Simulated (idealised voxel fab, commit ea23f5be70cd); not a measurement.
process module | voxel transistor to metal
cross-section cut | 185 nm wide | cells 5 nm
A cross-section is a grid of square cells, given in bands from the top down. A band is one or more rows of cells.
Each band's line starts with the height of the band's top and of its bottom, in nm. Then come its materials from left to right, each with its width in nm. One material with "throughout" fills the band from edge to edge. "air" is empty space.
Height 0 is the level under which the wafer as received is all one material. The lowest band goes on downwards, as in "0 down".
A width such as "30 to 40" changes by the same amount from each row of cells to the next, from the band's top row to its bottom row.
"no change" after a step means that no cell of the cross-section changed.
closed voids: empty space of 8 cells or more with no open way to the top, each as width x height at its distance from the left edge, in nm
after a step's settings: what the simulator itself notes on the step
overlay nm, on a step with a mask: how far to the right of its planned place the mask lay; to the left if negative
plan
1 op RECEIVE | material Si
2 op CONFORMAL_DEP | material SiO2 | thk nm 5
3 op CONFORMAL_DEP | material SiN | thk nm 10
4 op MASKED_ETCH | tone cover | mask id ACTIVE | width nm 110 | etch materials SiN | depth nm 10 | overlay nm 0
5 op MASKED_ETCH | tone cover | mask id ACTIVE | width nm 110 | etch materials SiO2 | depth nm 5 | overlay nm 0
6 op MASKED_ETCH | tone cover | mask id ACTIVE | width nm 110 | etch materials Si | depth nm 35 | overlay nm 0
7 op OXIDIZE | depth nm 5
8 op FILL_DEP | material SiO2 | thk nm 10
9 op CMP | height nm 15
10 op SELECTIVE_ETCH | etch materials SiO2 | depth nm 10
11 op STRIP | etch materials SiN
12 op SELECTIVE_ETCH | etch materials SiO2 | depth nm 5
13 op OXIDIZE | depth nm 5
14 op DIRECTIONAL_DEP | material polySi | thk nm 30
15 op DIRECTIONAL_DEP | material SiCN | thk nm 10
16 op MASKED_ETCH | tone cover | mask id GATE | width nm 30 | etch materials SiCN | depth nm 20 | overlay nm 0
17 op MASKED_ETCH | tone cover | mask id GATE | width nm 30 | etch materials polySi | depth nm 40 | overlay nm 0
18 op CONFORMAL_DEP | material SiN | thk nm 10
19 op DIRECTIONAL_ETCH | etch materials SiN | depth nm 10
20 op DIRECTIONAL_ETCH | etch materials SiO2 | depth nm 5
21 op DIRECTIONAL_ETCH | etch materials Si | depth nm 10
22 op EPI | material pSi | thk nm 10
23 op FILL_DEP | material SiO2 | thk nm 5
24 op CMP | height nm 30
25 op STRIP | etch materials polySi
26 op SELECTIVE_ETCH | etch materials SiO2 | depth nm 5
27 op CONFORMAL_DEP | material HfO2 | thk nm 5
28 op CONFORMAL_DEP | material TiN | thk nm 5
29 op FILL_DEP | material W | thk nm 5
30 op CMP | height nm 25
31 op DIRECTIONAL_DEP | material SiO2 | thk nm 10
32 op MASKED_ETCH | tone open | mask id CONTACT | width nm 20 | pitch nm 80 | etch materials SiO2 | depth nm 40 | overlay nm 0
33 op CONFORMAL_DEP | material TiN | thk nm 5
34 op FILL_DEP | material Ru | thk nm 5
35 op CMP | height nm 35
36 op DIRECTIONAL_DEP | material TiN | thk nm 5
37 op DIRECTIONAL_DEP | material Ru | thk nm 15
38 op PATTERN | tone cover | mask id METAL_1 | material resist | width nm 20 | pitch nm 80 | thk nm 15 | overlay nm 0
39 op DIRECTIONAL_ETCH | etch materials Ru | depth nm 15
40 op DIRECTIONAL_ETCH | etch materials TiN | depth nm 5
41 op STRIP | etch materials resist
42 op CONFORMAL_DEP | material SiCN | thk nm 5
43 op FILL_DEP | material lowk | thk nm 10
44 op CMP | height nm 55
45 op CONFORMAL_DEP | material SiCN | thk nm 5
46 op DIRECTIONAL_DEP | material SiO2 | thk nm 25
47 op DIRECTIONAL_DEP | material aC | thk nm 15
48 op PATTERN | tone open | mask id METAL_2_HOLES | material resist | width nm 15 | pitch nm 80 | thk nm 30 | overlay nm 0
49 op DIRECTIONAL_ETCH | etch materials aC | depth nm 15
50 op STRIP | etch materials resist
51 op DIRECTIONAL_ETCH | etch materials SiO2 | depth nm 25
52 op STRIP | etch materials aC
53 op DIRECTIONAL_DEP | material aC | thk nm 10
54 op PATTERN | tone open | mask id METAL_2 | material resist | width nm 20 | pitch nm 80 | thk nm 30 | overlay nm 0
55 op DIRECTIONAL_ETCH | etch materials aC | depth nm 10
56 op STRIP | etch materials resist
57 op DIRECTIONAL_ETCH | etch materials SiO2 | depth nm 15
58 op DIRECTIONAL_ETCH | etch materials SiCN | depth nm 5
59 op STRIP | etch materials aC
60 op CONFORMAL_DEP | material TiN | thk nm 5
61 op FILL_DEP | material Cu | thk nm 5
62 op CMP | height nm 85
63 op CONFORMAL_DEP | material SiN | thk nm 5
first wafer, as planned
as received, after step 1
  0 down: Si throughout
  closed voids: none
after step 2
  5 to 0: SiO2 throughout
  below 0: unchanged
after step 3
  15 to 5: SiN throughout
  below 5: unchanged
after step 4
  15 to 5: air 35 | SiN 110 | air 40
  below 5: unchanged
after step 5
  15 to 5: air 35 | SiN 110 | air 40
  5 to 0: air 35 | SiO2 110 | air 40
  below 0: unchanged
after step 6
  15 to 5: air 35 | SiN 110 | air 40
  5 to 0: air 35 | SiO2 110 | air 40
  0 to -35: air 35 | Si 110 | air 40
  below -35: unchanged
after step 7
  15 to 5: air 35 | SiN 110 | air 40
  5 to 0: air 35 | SiO2 110 | air 40
  0 to -35: air 35 | SiO2 5 | Si 100 | SiO2 5 | air 40
  -35 to -40: SiO2 40 | Si 100 | SiO2 45
  below -40: unchanged
after step 8
  25 to 15: SiO2 throughout
  15 to 5: SiO2 35 | SiN 110 | SiO2 40
  5 to 0: SiO2 throughout
  0 to -40: SiO2 40 | Si 100 | SiO2 45
  below -40: unchanged
after step 9
  15 to 5: SiO2 35 | SiN 110 | SiO2 40
  below 5: unchanged
after step 10
  15 to 5: air 35 | SiN 110 | air 40
  below 5: unchanged
after step 11
  5 to 0: SiO2 throughout
  below 0: unchanged
after step 12
  0 to -40: SiO2 40 | Si 100 | SiO2 45
  below -40: unchanged
after step 13
  0 to -5: SiO2 throughout
  below -5: unchanged
after step 14
  30 to 0: polySi throughout
  below 0: unchanged
after step 15
  40 to 30: SiCN throughout
  below 30: unchanged
after step 16
  40 to 30: air 75 | SiCN 30 | air 80
  below 30: unchanged
after step 17
  40 to 30: air 75 | SiCN 30 | air 80
  30 to 0: air 75 | polySi 30 | air 80
  below 0: unchanged
after step 18
  50 to 40: air 65 | SiN 50 | air 70
  40 to 30: air 65 | SiN 10 | SiCN 30 | SiN 10 | air 70
  30 to 10: air 65 | SiN 10 | polySi 30 | SiN 10 | air 70
  10 to 0: SiN 75 | polySi 30 | SiN 80
  below 0: unchanged
after step 19
  40 to 30: air 65 | SiN 10 | SiCN 30 | SiN 10 | air 70
  30 to 0: air 65 | SiN 10 | polySi 30 | SiN 10 | air 70
  below 0: unchanged
after step 20
  40 to 30: air 65 | SiN 10 | SiCN 30 | SiN 10 | air 70
  30 to 0: air 65 | SiN 10 | polySi 30 | SiN 10 | air 70
  0 to -5: air 65 | SiO2 50 | air 70
  below -5: unchanged
after step 21
  40 to 30: air 65 | SiN 10 | SiCN 30 | SiN 10 | air 70
  30 to 0: air 65 | SiN 10 | polySi 30 | SiN 10 | air 70
  0 to -5: air 65 | SiO2 50 | air 70
  -5 to -15: SiO2 40 | air 25 | Si 50 | air 25 | SiO2 45
  below -15: unchanged
after step 22
  40 to 30: air 65 | SiN 10 | SiCN 30 | SiN 10 | air 70
  30 to 5: air 65 | SiN 10 | polySi 30 | SiN 10 | air 70
  5 to 0: air 55 | pSi 10 | SiN 10 | polySi 30 | SiN 10 | pSi 10 | air 60
  0 to -5: air 55 | pSi 10 | SiO2 50 | pSi 10 | air 60
  -5 to -15: SiO2 40 | pSi 25 | Si 50 | pSi 25 | SiO2 45
  below -15: unchanged
after step 23
  45 to 40: SiO2 throughout
  40 to 30: SiO2 65 | SiN 10 | SiCN 30 | SiN 10 | SiO2 70
  30 to 5: SiO2 65 | SiN 10 | polySi 30 | SiN 10 | SiO2 70
  5 to 0: SiO2 55 | pSi 10 | SiN 10 | polySi 30 | SiN 10 | pSi 10 | SiO2 60
  0 to -5: SiO2 55 | pSi 10 | SiO2 50 | pSi 10 | SiO2 60
  below -5: unchanged
after step 24
  30 to 5: SiO2 65 | SiN 10 | polySi 30 | SiN 10 | SiO2 70
  below 5: unchanged
after step 25
  30 to 5: SiO2 65 | SiN 10 | air 30 | SiN 10 | SiO2 70
  5 to 0: SiO2 55 | pSi 10 | SiN 10 | air 30 | SiN 10 | pSi 10 | SiO2 60
  below 0: unchanged
after step 26
  30 to 25: air 65 | SiN 10 | air 30 | SiN 10 | air 70
  25 to 5: SiO2 65 | SiN 10 | air 30 | SiN 10 | SiO2 70
  5 to 0: SiO2 55 | pSi 10 | SiN 10 | air 30 | SiN 10 | pSi 10 | SiO2 60
  0 to -5: SiO2 55 | pSi 10 | SiO2 5 | air 40 | SiO2 5 | pSi 10 | SiO2 60
  below -5: unchanged
after step 27
  35 to 30: air 60 | HfO2 20 | air 20 | HfO2 20 | air 65
  30 to 25: HfO2 65 | SiN 10 | HfO2 5 | air 20 | HfO2 5 | SiN 10 | HfO2 70
  25 to 5: SiO2 65 | SiN 10 | HfO2 5 | air 20 | HfO2 5 | SiN 10 | SiO2 70
  5 to 0: SiO2 55 | pSi 10 | SiN 10 | HfO2 5 | air 20 | HfO2 5 | SiN 10 | pSi 10 | SiO2 60
  0 to -5: SiO2 55 | pSi 10 | SiO2 5 | HfO2 40 | SiO2 5 | pSi 10 | SiO2 60
  below -5: unchanged
after step 28
  40 to 35: air 55 | TiN 30 | air 10 | TiN 30 | air 60
  35 to 30: TiN 60 | HfO2 20 | TiN 5 | air 10 | TiN 5 | HfO2 20 | TiN 65
  30 to 25: HfO2 65 | SiN 10 | HfO2 5 | TiN 5 | air 10 | TiN 5 | HfO2 5 | SiN 10 | HfO2 70
  25 to 5: SiO2 65 | SiN 10 | HfO2 5 | TiN 5 | air 10 | TiN 5 | HfO2 5 | SiN 10 | SiO2 70
  5 to 0: SiO2 55 | pSi 10 | SiN 10 | HfO2 5 | TiN 20 | HfO2 5 | SiN 10 | pSi 10 | SiO2 60
  below 0: unchanged
after step 29
  45 to 40: W throughout
  40 to 35: W 55 | TiN 30 | W 10 | TiN 30 | W 60
  35 to 30: TiN 60 | HfO2 20 | TiN 5 | W 10 | TiN 5 | HfO2 20 | TiN 65
  30 to 25: HfO2 65 | SiN 10 | HfO2 5 | TiN 5 | W 10 | TiN 5 | HfO2 5 | SiN 10 | HfO2 70
  25 to 5: SiO2 65 | SiN 10 | HfO2 5 | TiN 5 | W 10 | TiN 5 | HfO2 5 | SiN 10 | SiO2 70
  below 5: unchanged
after step 30
  25 to 5: SiO2 65 | SiN 10 | HfO2 5 | TiN 5 | W 10 | TiN 5 | HfO2 5 | SiN 10 | SiO2 70
  below 5: unchanged
after step 31
  35 to 25: SiO2 throughout
  below 25: unchanged
after step 32
  35 to 25: SiO2 40 | air 20 | SiO2 60 | air 20 | SiO2 45
  25 to 5: SiO2 40 | air 20 | SiO2 5 | SiN 10 | HfO2 5 | TiN 5 | W 10 | TiN 5 | HfO2 5 | SiN 10 | SiO2 5 | air 20 | SiO2 45
  5 to 0: SiO2 40 | air 15 | pSi 10 | SiN 10 | HfO2 5 | TiN 20 | HfO2 5 | SiN 10 | pSi 10 | air 15 | SiO2 45
  0 to -5: SiO2 40 | air 15 | pSi 10 | SiO2 5 | HfO2 40 | SiO2 5 | pSi 10 | air 15 | SiO2 45
  below -5: unchanged
after step 33
  40 to 35: TiN 45 | air 10 | TiN 70 | air 10 | TiN 50
  35 to 25: SiO2 40 | TiN 5 | air 10 | TiN 5 | SiO2 60 | TiN 5 | air 10 | TiN 5 | SiO2 45
  25 to 10: SiO2 40 | TiN 5 | air 10 | TiN 5 | SiO2 5 | SiN 10 | HfO2 5 | TiN 5 | W 10 | TiN 5 | HfO2 5 | SiN 10 | SiO2 5 | TiN 5 | air 10 | TiN 5 | SiO2 45
  10 to 5: SiO2 40 | TiN 5 | air 5 | TiN 10 | SiO2 5 | SiN 10 | HfO2 5 | TiN 5 | W 10 | TiN 5 | HfO2 5 | SiN 10 | SiO2 5 | TiN 10 | air 5 | TiN 5 | SiO2 45
  5 to 0: SiO2 40 | TiN 5 | air 5 | TiN 5 | pSi 10 | SiN 10 | HfO2 5 | TiN 20 | HfO2 5 | SiN 10 | pSi 10 | TiN 5 | air 5 | TiN 5 | SiO2 45
  0 to -5: SiO2 40 | TiN 15 | pSi 10 | SiO2 5 | HfO2 40 | SiO2 5 | pSi 10 | TiN 15 | SiO2 45
  below -5: unchanged
after step 34
  45 to 40: Ru throughout
  40 to 35: TiN 45 | Ru 10 | TiN 70 | Ru 10 | TiN 50
  35 to 25: SiO2 40 | TiN 5 | Ru 10 | TiN 5 | SiO2 60 | TiN 5 | Ru 10 | TiN 5 | SiO2 45
  25 to 10: SiO2 40 | TiN 5 | Ru 10 | TiN 5 | SiO2 5 | SiN 10 | HfO2 5 | TiN 5 | W 10 | TiN 5 | HfO2 5 | SiN 10 | SiO2 5 | TiN 5 | Ru 10 | TiN 5 | SiO2 45
  10 to 5: SiO2 40 | TiN 5 | Ru 5 | TiN 10 | SiO2 5 | SiN 10 | HfO2 5 | TiN 5 | W 10 | TiN 5 | HfO2 5 | SiN 10 | SiO2 5 | TiN 10 | Ru 5 | TiN 5 | SiO2 45
  5 to 0: SiO2 40 | TiN 5 | Ru 5 | TiN 5 | pSi 10 | SiN 10 | HfO2 5 | TiN 20 | HfO2 5 | SiN 10 | pSi 10 | TiN 5 | Ru 5 | TiN 5 | SiO2 45
  below 0: unchanged
after step 35
  35 to 25: SiO2 40 | TiN 5 | Ru 10 | TiN 5 | SiO2 60 | TiN 5 | Ru 10 | TiN 5 | SiO2 45
  below 25: unchanged
after step 36
  40 to 35: TiN throughout
  below 35: unchanged
after step 37
  55 to 40: Ru throughout
  below 40: unchanged
after step 38
  70 to 55: air 40 | resist 20 | air 60 | resist 20 | air 45
  below 55: unchanged
after step 39
  70 to 55: air 40 | resist 20 | air 60 | resist 20 | air 45
  55 to 40: air 40 | Ru 20 | air 60 | Ru 20 | air 45
  below 40: unchanged
after step 40
  70 to 55: air 40 | resist 20 | air 60 | resist 20 | air 45
  55 to 40: air 40 | Ru 20 | air 60 | Ru 20 | air 45
  40 to 35: air 40 | TiN 20 | air 60 | TiN 20 | air 45
  below 35: unchanged
after step 41
  55 to 40: air 40 | Ru 20 | air 60 | Ru 20 | air 45
  below 40: unchanged
after step 42
  60 to 55: air 35 | SiCN 30 | air 50 | SiCN 30 | air 40
  55 to 40: air 35 | SiCN 5 | Ru 20 | SiCN 5 | air 50 | SiCN 5 | Ru 20 | SiCN 5 | air 40
  40 to 35: SiCN 40 | TiN 20 | SiCN 60 | TiN 20 | SiCN 45
  below 35: unchanged
after step 43
  70 to 60: lowk throughout
  60 to 55: lowk 35 | SiCN 30 | lowk 50 | SiCN 30 | lowk 40
  55 to 40: lowk 35 | SiCN 5 | Ru 20 | SiCN 5 | lowk 50 | SiCN 5 | Ru 20 | SiCN 5 | lowk 40
  below 40: unchanged
after step 44
  55 to 40: lowk 35 | SiCN 5 | Ru 20 | SiCN 5 | lowk 50 | SiCN 5 | Ru 20 | SiCN 5 | lowk 40
  below 40: unchanged
after step 45
  60 to 55: SiCN throughout
  below 55: unchanged
after step 46
  85 to 60: SiO2 throughout
  below 60: unchanged
after step 47
  100 to 85: aC throughout
  below 85: unchanged
after step 48
  130 to 100: resist 40 | air 15 | resist 65 | air 15 | resist 50
  below 100: unchanged
after step 49
  115 to 100: resist 40 | air 15 | resist 65 | air 15 | resist 50
  100 to 85: aC 40 | air 15 | aC 65 | air 15 | aC 50
  below 85: unchanged
after step 50
  100 to 85: aC 40 | air 15 | aC 65 | air 15 | aC 50
  below 85: unchanged
after step 51
  100 to 85: aC 40 | air 15 | aC 65 | air 15 | aC 50
  85 to 60: SiO2 40 | air 15 | SiO2 65 | air 15 | SiO2 50
  below 60: unchanged
after step 52
  85 to 60: SiO2 40 | air 15 | SiO2 65 | air 15 | SiO2 50
  below 60: unchanged
after step 53
  95 to 85: aC 40 | air 15 | aC 65 | air 15 | aC 50
  85 to 70: SiO2 40 | air 15 | SiO2 65 | air 15 | SiO2 50
  70 to 60: SiO2 40 | aC 15 | SiO2 65 | aC 15 | SiO2 50
  below 60: unchanged
after step 54
  125 to 95: resist 40 | air 20 | resist 60 | air 20 | resist 45
  below 95: unchanged
after step 55
  115 to 95: resist 40 | air 20 | resist 60 | air 20 | resist 45
  95 to 85: aC 40 | air 20 | aC 60 | air 20 | aC 45
  85 to 60: SiO2 40 | air 15 | SiO2 65 | air 15 | SiO2 50
  below 60: unchanged
after step 56
  95 to 85: aC 40 | air 20 | aC 60 | air 20 | aC 45
  below 85: unchanged
after step 57
  95 to 85: aC 40 | air 20 | aC 60 | air 20 | aC 45
  85 to 70: SiO2 40 | air 20 | SiO2 60 | air 20 | SiO2 45
  below 70: unchanged
after step 58
  95 to 85: aC 40 | air 20 | aC 60 | air 20 | aC 45
  85 to 70: SiO2 40 | air 20 | SiO2 60 | air 20 | SiO2 45
  70 to 60: SiO2 40 | air 15 | SiO2 65 | air 15 | SiO2 50
  60 to 55: SiCN 40 | air 15 | SiCN 65 | air 15 | SiCN 50
  below 55: unchanged
after step 59
  85 to 70: SiO2 40 | air 20 | SiO2 60 | air 20 | SiO2 45
  below 70: unchanged
after step 60
  90 to 85: TiN 45 | air 10 | TiN 70 | air 10 | TiN 50
  85 to 75: SiO2 40 | TiN 5 | air 10 | TiN 5 | SiO2 60 | TiN 5 | air 10 | TiN 5 | SiO2 45
  75 to 70: SiO2 40 | TiN 5 | air 5 | TiN 10 | SiO2 60 | TiN 5 | air 5 | TiN 10 | SiO2 45
  70 to 60: SiO2 40 | TiN 5 | air 5 | TiN 5 | SiO2 65 | TiN 5 | air 5 | TiN 5 | SiO2 50
  60 to 55: SiCN 40 | TiN 15 | SiCN 65 | TiN 15 | SiCN 50
  below 55: unchanged
after step 61
  95 to 90: Cu throughout
  90 to 85: TiN 45 | Cu 10 | TiN 70 | Cu 10 | TiN 50
  85 to 75: SiO2 40 | TiN 5 | Cu 10 | TiN 5 | SiO2 60 | TiN 5 | Cu 10 | TiN 5 | SiO2 45
  75 to 70: SiO2 40 | TiN 5 | Cu 5 | TiN 10 | SiO2 60 | TiN 5 | Cu 5 | TiN 10 | SiO2 45
  70 to 60: SiO2 40 | TiN 5 | Cu 5 | TiN 5 | SiO2 65 | TiN 5 | Cu 5 | TiN 5 | SiO2 50
  below 60: unchanged
after step 62
  85 to 75: SiO2 40 | TiN 5 | Cu 10 | TiN 5 | SiO2 60 | TiN 5 | Cu 10 | TiN 5 | SiO2 45
  below 75: unchanged
after step 63
  90 to 85: SiN throughout
  below 85: unchanged
second wafer: like start, like plan, one mistake. Through step 31 it matches the first wafer
when step 32 should have ended
  35 to 25: air 40 | SiO2 20 | air 60 | SiO2 20 | air 45
  25 to 5: air 40 | SiO2 20 | air 5 | SiN 10 | HfO2 5 | TiN 5 | W 10 | TiN 5 | HfO2 5 | SiN 10 | air 5 | SiO2 20 | air 45
  5 to 0: air 40 | SiO2 15 | pSi 10 | SiN 10 | HfO2 5 | TiN 20 | HfO2 5 | SiN 10 | pSi 10 | SiO2 15 | air 45
  0 to -5: air 40 | SiO2 15 | pSi 10 | SiO2 5 | HfO2 40 | SiO2 5 | pSi 10 | SiO2 15 | air 45
  below -5: unchanged
when step 33 should have ended
  40 to 35: air 35 | TiN 30 | air 50 | TiN 30 | air 40
  35 to 30: air 35 | TiN 5 | SiO2 20 | TiN 5 | air 50 | TiN 5 | SiO2 20 | TiN 5 | air 40
  30 to 25: air 35 | TiN 5 | SiO2 20 | TiN 60 | SiO2 20 | TiN 5 | air 40
  25 to 5: air 35 | TiN 5 | SiO2 20 | TiN 5 | SiN 10 | HfO2 5 | TiN 5 | W 10 | TiN 5 | HfO2 5 | SiN 10 | TiN 5 | SiO2 20 | TiN 5 | air 40
  5 to 0: air 35 | TiN 5 | SiO2 15 | pSi 10 | SiN 10 | HfO2 5 | TiN 20 | HfO2 5 | SiN 10 | pSi 10 | SiO2 15 | TiN 5 | air 40
  0 to -5: TiN 40 | SiO2 15 | pSi 10 | SiO2 5 | HfO2 40 | SiO2 5 | pSi 10 | SiO2 15 | TiN 45
  below -5: unchanged
when step 34 should have ended
  45 to 40: Ru throughout
  40 to 35: Ru 35 | TiN 30 | Ru 50 | TiN 30 | Ru 40
  35 to 30: Ru 35 | TiN 5 | SiO2 20 | TiN 5 | Ru 50 | TiN 5 | SiO2 20 | TiN 5 | Ru 40
  30 to 25: Ru 35 | TiN 5 | SiO2 20 | TiN 60 | SiO2 20 | TiN 5 | Ru 40
  25 to 5: Ru 35 | TiN 5 | SiO2 20 | TiN 5 | SiN 10 | HfO2 5 | TiN 5 | W 10 | TiN 5 | HfO2 5 | SiN 10 | TiN 5 | SiO2 20 | TiN 5 | Ru 40
  5 to 0: Ru 35 | TiN 5 | SiO2 15 | pSi 10 | SiN 10 | HfO2 5 | TiN 20 | HfO2 5 | SiN 10 | pSi 10 | SiO2 15 | TiN 5 | Ru 40
  below 0: unchanged
when step 35 should have ended
  35 to 30: Ru 35 | TiN 5 | SiO2 20 | TiN 5 | Ru 50 | TiN 5 | SiO2 20 | TiN 5 | Ru 40
  below 30: unchanged
when step 36 should have ended
  40 to 35: TiN throughout
  below 35: unchanged
when step 37 should have ended
  55 to 40: Ru throughout
  below 40: unchanged
when step 38 should have ended
  70 to 55: air 40 | resist 20 | air 60 | resist 20 | air 45
  below 55: unchanged
when step 39 should have ended
  70 to 55: air 40 | resist 20 | air 60 | resist 20 | air 45
  55 to 40: air 40 | Ru 20 | air 60 | Ru 20 | air 45
  below 40: unchanged
when step 40 should have ended
  70 to 55: air 40 | resist 20 | air 60 | resist 20 | air 45
  55 to 40: air 40 | Ru 20 | air 60 | Ru 20 | air 45
  40 to 35: air 40 | TiN 20 | air 60 | TiN 20 | air 45
  below 35: unchanged
when step 41 should have ended
  55 to 40: air 40 | Ru 20 | air 60 | Ru 20 | air 45
  below 40: unchanged
when step 42 should have ended
  60 to 55: air 35 | SiCN 30 | air 50 | SiCN 30 | air 40
  55 to 40: air 35 | SiCN 5 | Ru 20 | SiCN 5 | air 50 | SiCN 5 | Ru 20 | SiCN 5 | air 40
  40 to 35: SiCN 40 | TiN 20 | SiCN 60 | TiN 20 | SiCN 45
  below 35: unchanged
when step 43 should have ended
  70 to 60: lowk throughout
  60 to 55: lowk 35 | SiCN 30 | lowk 50 | SiCN 30 | lowk 40
  55 to 40: lowk 35 | SiCN 5 | Ru 20 | SiCN 5 | lowk 50 | SiCN 5 | Ru 20 | SiCN 5 | lowk 40
  below 40: unchanged
when step 44 should have ended
  55 to 40: lowk 35 | SiCN 5 | Ru 20 | SiCN 5 | lowk 50 | SiCN 5 | Ru 20 | SiCN 5 | lowk 40
  below 40: unchanged
when step 45 should have ended
  60 to 55: SiCN throughout
  below 55: unchanged
when step 46 should have ended
  85 to 60: SiO2 throughout
  below 60: unchanged
when step 47 should have ended
  100 to 85: aC throughout
  below 85: unchanged
when step 48 should have ended
  130 to 100: resist 40 | air 15 | resist 65 | air 15 | resist 50
  below 100: unchanged
when step 49 should have ended
  115 to 100: resist 40 | air 15 | resist 65 | air 15 | resist 50
  100 to 85: aC 40 | air 15 | aC 65 | air 15 | aC 50
  below 85: unchanged
when step 50 should have ended
  100 to 85: aC 40 | air 15 | aC 65 | air 15 | aC 50
  below 85: unchanged
when step 51 should have ended
  100 to 85: aC 40 | air 15 | aC 65 | air 15 | aC 50
  85 to 60: SiO2 40 | air 15 | SiO2 65 | air 15 | SiO2 50
  below 60: unchanged
when step 52 should have ended
  85 to 60: SiO2 40 | air 15 | SiO2 65 | air 15 | SiO2 50
  below 60: unchanged
when step 53 should have ended
  95 to 85: aC 40 | air 15 | aC 65 | air 15 | aC 50
  85 to 70: SiO2 40 | air 15 | SiO2 65 | air 15 | SiO2 50
  70 to 60: SiO2 40 | aC 15 | SiO2 65 | aC 15 | SiO2 50
  below 60: unchanged
when step 54 should have ended
  125 to 95: resist 40 | air 20 | resist 60 | air 20 | resist 45
  below 95: unchanged
when step 55 should have ended
  115 to 95: resist 40 | air 20 | resist 60 | air 20 | resist 45
  95 to 85: aC 40 | air 20 | aC 60 | air 20 | aC 45
  85 to 60: SiO2 40 | air 15 | SiO2 65 | air 15 | SiO2 50
  below 60: unchanged
when step 56 should have ended
  95 to 85: aC 40 | air 20 | aC 60 | air 20 | aC 45
  below 85: unchanged
when step 57 should have ended
  95 to 85: aC 40 | air 20 | aC 60 | air 20 | aC 45
  85 to 70: SiO2 40 | air 20 | SiO2 60 | air 20 | SiO2 45
  below 70: unchanged
when step 58 should have ended
  95 to 85: aC 40 | air 20 | aC 60 | air 20 | aC 45
  85 to 70: SiO2 40 | air 20 | SiO2 60 | air 20 | SiO2 45
  70 to 60: SiO2 40 | air 15 | SiO2 65 | air 15 | SiO2 50
  60 to 55: SiCN 40 | air 15 | SiCN 65 | air 15 | SiCN 50
  below 55: unchanged
when step 59 should have ended
  85 to 70: SiO2 40 | air 20 | SiO2 60 | air 20 | SiO2 45
  below 70: unchanged
when step 60 should have ended
  90 to 85: TiN 45 | air 10 | TiN 70 | air 10 | TiN 50
  85 to 75: SiO2 40 | TiN 5 | air 10 | TiN 5 | SiO2 60 | TiN 5 | air 10 | TiN 5 | SiO2 45
  75 to 70: SiO2 40 | TiN 5 | air 5 | TiN 10 | SiO2 60 | TiN 5 | air 5 | TiN 10 | SiO2 45
  70 to 60: SiO2 40 | TiN 5 | air 5 | TiN 5 | SiO2 65 | TiN 5 | air 5 | TiN 5 | SiO2 50
  60 to 55: SiCN 40 | TiN 15 | SiCN 65 | TiN 15 | SiCN 50
  below 55: unchanged
when step 61 should have ended
  95 to 90: Cu throughout
  90 to 85: TiN 45 | Cu 10 | TiN 70 | Cu 10 | TiN 50
  85 to 75: SiO2 40 | TiN 5 | Cu 10 | TiN 5 | SiO2 60 | TiN 5 | Cu 10 | TiN 5 | SiO2 45
  75 to 70: SiO2 40 | TiN 5 | Cu 5 | TiN 10 | SiO2 60 | TiN 5 | Cu 5 | TiN 10 | SiO2 45
  70 to 60: SiO2 40 | TiN 5 | Cu 5 | TiN 5 | SiO2 65 | TiN 5 | Cu 5 | TiN 5 | SiO2 50
  below 60: unchanged
when step 62 should have ended
  85 to 75: SiO2 40 | TiN 5 | Cu 10 | TiN 5 | SiO2 60 | TiN 5 | Cu 10 | TiN 5 | SiO2 45
  below 75: unchanged
when step 63 should have ended
  90 to 85: SiN throughout
  below 85: unchanged
what went wrong: step 32 ran as: op MASKED_ETCH | tone cover | mask id CONTACT | width nm 20 | pitch nm 80 | etch materials SiO2 | depth nm 40 | overlay nm 0
at the end the second wafer has, in cells: 91 more of Ru | 108 fewer of SiO2 | 17 more of TiN
